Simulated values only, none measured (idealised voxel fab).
The process module presented herein is designated voxel self aligned contacts.
Square cells of 5 nm make up the cross-section cut, whose width is 270 nm.
Bands, listed from the top down, are how a cross-section gets written in this document; the cross-section itself is a grid of square cells, and a band is one or more rows of them. Heights first: top, then bottom, in nm. Then materials, left to right, each with a width in nm. "all across" on a single material: fills the band edge to edge. "blank": empty space. Basically, 0 is our baseline, since under it the wafer straight out of the box is all one material. The bottom band has no lower end and keeps on going down, so it looks like "0 down". So if you see something like "30..40" for the width, read it as the top row of the band sitting at the first number and the bottom row at the second, with every row in between moving by the same amount as the last. Any step labelled "remained unchanged" changed none of the cells in the cross-section. Entry "Enclosed void entries" = empty spaces >= 8 cells with no open way to the top; each as width x height at distance, distance from left edge, all nm. What comes after the settings on a step's line is commentary from the simulator itself on that step. If you see "overlay nm" on a step's line and that step has a mask, it's telling you how far right of where it was planned the mask ended up; a negative number means it went left instead.
**Steps in the process plan**
1 RECEIVE (material Si)
2 CONFORMAL_DEP (material SiO2; thk nm 5)
3 DIRECTIONAL_DEP (material polySi; thk nm 25)
4 DIRECTIONAL_DEP (material SiN; thk nm 20)
5 MASKED_ETCH (tone cover; mask id GATE; width nm 25; pitch nm 65; etch materials SiN; depth nm 20; overlay nm 0)
6 MASKED_ETCH (tone cover; mask id GATE; width nm 25; pitch nm 65; etch materials polySi; depth nm 25; overlay nm 0)
7 CONFORMAL_DEP (material SiN; thk nm 10)
8 DIRECTIONAL_ETCH (etch materials SiN; depth nm 10)
9 FILL_DEP (material SiO2; thk nm 15)
10 CMP (height nm 55)
11 PATTERN (tone open; mask id CONTACT; material resist; width nm 50; pitch nm 65; thk nm 15; overlay nm 0)
12 DIRECTIONAL_ETCH (etch materials SiO2; depth nm 55)
13 STRIP (etch materials resist)
14 CONFORMAL_DEP (material TiN; thk nm 5)
15 FILL_DEP (material W; thk nm 5)
16 CMP (height nm 55)
17 CONFORMAL_DEP (material SiN; thk nm 5)
**Wafer, first of two, run as planned**
**Cross-section of the wafer upon arrival, representing the state reached after step 1**
  0 down: Si all across
  Enclosed void entries: none
**After step 2: wafer cross-section**
  5 to 0: SiO2 all across
  All layers under 0 are left as they were.
**After step 3: wafer cross-section**
  30 to 5: polySi all across
  All layers under 5 are left as they were.
**After step 4: wafer cross-section**
  50 to 30: SiN all across
  All layers under 30 are left as they were.
**After step 5: wafer cross-section**
  50 to 30: 55 nm blank; 25 nm SiN; 40 nm blank; 25 nm SiN; 40 nm blank; 25 nm SiN; 60 nm blank
  All layers under 30 are left as they were.
**After step 6: wafer cross-section**
  50 to 30: 55 nm blank; 25 nm SiN; 40 nm blank; 25 nm SiN; 40 nm blank; 25 nm SiN; 60 nm blank
  30 to 5: 55 nm blank; 25 nm polySi; 40 nm blank; 25 nm polySi; 40 nm blank; 25 nm polySi; 60 nm blank
  All layers under 5 are left as they were.
**After step 7: wafer cross-section**
  60 to 30: 45 nm blank; 45 nm SiN; 20 nm blank; 45 nm SiN; 20 nm blank; 45 nm SiN; 50 nm blank
  30 to 15: 45 nm blank; 10 nm SiN; 25 nm polySi; 10 nm SiN; 20 nm blank; 10 nm SiN; 25 nm polySi; 10 nm SiN; 20 nm blank; 10 nm SiN; 25 nm polySi; 10 nm SiN; 50 nm blank
  15 to 5: 55 nm SiN; 25 nm polySi; 40 nm SiN; 25 nm polySi; 40 nm SiN; 25 nm polySi; 60 nm SiN
  All layers under 5 are left as they were.
**After step 8: wafer cross-section**
  50 to 30: 45 nm blank; 45 nm SiN; 20 nm blank; 45 nm SiN; 20 nm blank; 45 nm SiN; 50 nm blank
  30 to 5: 45 nm blank; 10 nm SiN; 25 nm polySi; 10 nm SiN; 20 nm blank; 10 nm SiN; 25 nm polySi; 10 nm SiN; 20 nm blank; 10 nm SiN; 25 nm polySi; 10 nm SiN; 50 nm blank
  All layers under 5 are left as they were.
**After step 9: wafer cross-section**
  65 to 50: SiO2 all across
  50 to 30: 45 nm SiO2; 45 nm SiN; 20 nm SiO2; 45 nm SiN; 20 nm SiO2; 45 nm SiN; 50 nm SiO2
  30 to 5: 45 nm SiO2; 10 nm SiN; 25 nm polySi; 10 nm SiN; 20 nm SiO2; 10 nm SiN; 25 nm polySi; 10 nm SiN; 20 nm SiO2; 10 nm SiN; 25 nm polySi; 10 nm SiN; 50 nm SiO2
  All layers under 5 are left as they were.
**After step 10: wafer cross-section**
  55 to 50: SiO2 all across
  All layers under 50 are left as they were.
**After step 11: wafer cross-section**
  70 to 55: 75 nm resist; 50 nm blank; 15 nm resist; 50 nm blank; 80 nm resist
  All layers under 55 are left as they were.
**After step 12: wafer cross-section**
  70 to 55: 75 nm resist; 50 nm blank; 15 nm resist; 50 nm blank; 80 nm resist
  55 to 50: 75 nm SiO2; 50 nm blank; 15 nm SiO2; 50 nm blank; 80 nm SiO2
  50 to 30: 45 nm SiO2; 45 nm SiN; 20 nm blank; 45 nm SiN; 20 nm blank; 45 nm SiN; 50 nm SiO2
  30 to 5: 45 nm SiO2; 10 nm SiN; 25 nm polySi; 10 nm SiN; 20 nm blank; 10 nm SiN; 25 nm polySi; 10 nm SiN; 20 nm blank; 10 nm SiN; 25 nm polySi; 10 nm SiN; 50 nm SiO2
  5 to 0: 90 nm SiO2; 20 nm blank; 45 nm SiO2; 20 nm blank; 95 nm SiO2
  All layers under 0 are left as they were.
**After step 13: wafer cross-section**
  55 to 50: 75 nm SiO2; 50 nm blank; 15 nm SiO2; 50 nm blank; 80 nm SiO2
  All layers under 50 are left as they were.
**After step 14: wafer cross-section**
  60 to 55: 80 nm TiN; 40 nm blank; 25 nm TiN; 40 nm blank; 85 nm TiN
  55 to 50: 75 nm SiO2; 20 nm TiN; 10 nm blank; 20 nm TiN; 15 nm SiO2; 20 nm TiN; 10 nm blank; 20 nm TiN; 80 nm SiO2
  50 to 30: 45 nm SiO2; 45 nm SiN; 5 nm TiN; 10 nm blank; 5 nm TiN; 45 nm SiN; 5 nm TiN; 10 nm blank; 5 nm TiN; 45 nm SiN; 50 nm SiO2
  30 to 5: 45 nm SiO2; 10 nm SiN; 25 nm polySi; 10 nm SiN; 5 nm TiN; 10 nm blank; 5 nm TiN; 10 nm SiN; 25 nm polySi; 10 nm SiN; 5 nm TiN; 10 nm blank; 5 nm TiN; 10 nm SiN; 25 nm polySi; 10 nm SiN; 50 nm SiO2
  5 to 0: 90 nm SiO2; 20 nm TiN; 45 nm SiO2; 20 nm TiN; 95 nm SiO2
  All layers under 0 are left as they were.
**After step 15: wafer cross-section**
  65 to 60: W all across
  60 to 55: 80 nm TiN; 40 nm W; 25 nm TiN; 40 nm W; 85 nm TiN
  55 to 50: 75 nm SiO2; 20 nm TiN; 10 nm W; 20 nm TiN; 15 nm SiO2; 20 nm TiN; 10 nm W; 20 nm TiN; 80 nm SiO2
  50 to 30: 45 nm SiO2; 45 nm SiN; 5 nm TiN; 10 nm W; 5 nm TiN; 45 nm SiN; 5 nm TiN; 10 nm W; 5 nm TiN; 45 nm SiN; 50 nm SiO2
  30 to 5: 45 nm SiO2; 10 nm SiN; 25 nm polySi; 10 nm SiN; 5 nm TiN; 10 nm W; 5 nm TiN; 10 nm SiN; 25 nm polySi; 10 nm SiN; 5 nm TiN; 10 nm W; 5 nm TiN; 10 nm SiN; 25 nm polySi; 10 nm SiN; 50 nm SiO2
  All layers under 5 are left as they were.
**After step 16: wafer cross-section**
  55 to 50: 75 nm SiO2; 20 nm TiN; 10 nm W; 20 nm TiN; 15 nm SiO2; 20 nm TiN; 10 nm W; 20 nm TiN; 80 nm SiO2
  All layers under 50 are left as they were.
**After step 17: wafer cross-section**
  60 to 55: SiN all across
  All layers under 55 are left as they were.
**For the second wafer, take the first wafer's start and plan, then add one mistake made in running it; everything through step 4, that step included, is shared with the first**
**Cross-section of the second wafer corresponding to the planned conclusion of step 5**
  50 to 30: 55 nm SiN; 25 nm blank; 40 nm SiN; 25 nm blank; 40 nm SiN; 25 nm blank; 60 nm SiN
  All layers under 30 are left as they were.
Cross-section of the second wafer corresponding to the planned conclusion of step 6: remained unchanged
**Cross-section of the second wafer corresponding to the planned conclusion of step 7**
  60 to 40: 65 nm SiN; 5 nm blank; 60 nm SiN; 5 nm blank; 60 nm SiN; 5 nm blank; 70 nm SiN
  40 to 30: SiN all across
  All layers under 30 are left as they were.
**Cross-section of the second wafer corresponding to the planned conclusion of step 8**
  50 to 30: 65 nm SiN; 5 nm blank; 60 nm SiN; 5 nm blank; 60 nm SiN; 5 nm blank; 70 nm SiN
  All layers under 30 are left as they were.
**Cross-section of the second wafer corresponding to the planned conclusion of step 9**
  65 to 50: SiO2 all across
  50 to 30: 65 nm SiN; 5 nm SiO2; 60 nm SiN; 5 nm SiO2; 60 nm SiN; 5 nm SiO2; 70 nm SiN
  All layers under 30 are left as they were.
**Cross-section of the second wafer corresponding to the planned conclusion of step 10**
  55 to 50: SiO2 all across
  All layers under 50 are left as they were.
**Cross-section of the second wafer corresponding to the planned conclusion of step 11**
  70 to 55: 75 nm resist; 50 nm blank; 15 nm resist; 50 nm blank; 80 nm resist
  All layers under 55 are left as they were.
**Cross-section of the second wafer corresponding to the planned conclusion of step 12**
  70 to 55: 75 nm resist; 50 nm blank; 15 nm resist; 50 nm blank; 80 nm resist
  55 to 50: 75 nm SiO2; 50 nm blank; 15 nm SiO2; 50 nm blank; 80 nm SiO2
  All layers under 50 are left as they were.
**Cross-section of the second wafer corresponding to the planned conclusion of step 13**
  55 to 50: 75 nm SiO2; 50 nm blank; 15 nm SiO2; 50 nm blank; 80 nm SiO2
  All layers under 50 are left as they were.
**Cross-section of the second wafer corresponding to the planned conclusion of step 14**
  60 to 55: 80 nm TiN; 40 nm blank; 25 nm TiN; 40 nm blank; 85 nm TiN
  55 to 50: 75 nm SiO2; 50 nm TiN; 15 nm SiO2; 50 nm TiN; 80 nm SiO2
  All layers under 50 are left as they were.
**Cross-section of the second wafer corresponding to the planned conclusion of step 15**
  65 to 60: W all across
  60 to 55: 80 nm TiN; 40 nm W; 25 nm TiN; 40 nm W; 85 nm TiN
  All layers under 55 are left as they were.
**Cross-section of the second wafer corresponding to the planned conclusion of step 16**
  55 to 50: 75 nm SiO2; 50 nm TiN; 15 nm SiO2; 50 nm TiN; 80 nm SiO2
  All layers under 50 are left as they were.
**Cross-section of the second wafer corresponding to the planned conclusion of step 17**
  60 to 55: SiN all across
  All layers under 55 are left as they were.
Misprocessing identified: it should be noted that step 5 was executed with settings other than those planned, the operation and settings actually applied being MASKED_ETCH (tone open; mask id GATE; width nm 25; pitch nm 65; etch materials SiN; depth nm 20; overlay nm 0)
Final tally in cells, some materials are higher or lower on the second wafer than on the first: 36 more of SiN; 151 fewer of SiO2; 40 fewer of TiN; 40 fewer of W; 195 more of polySi
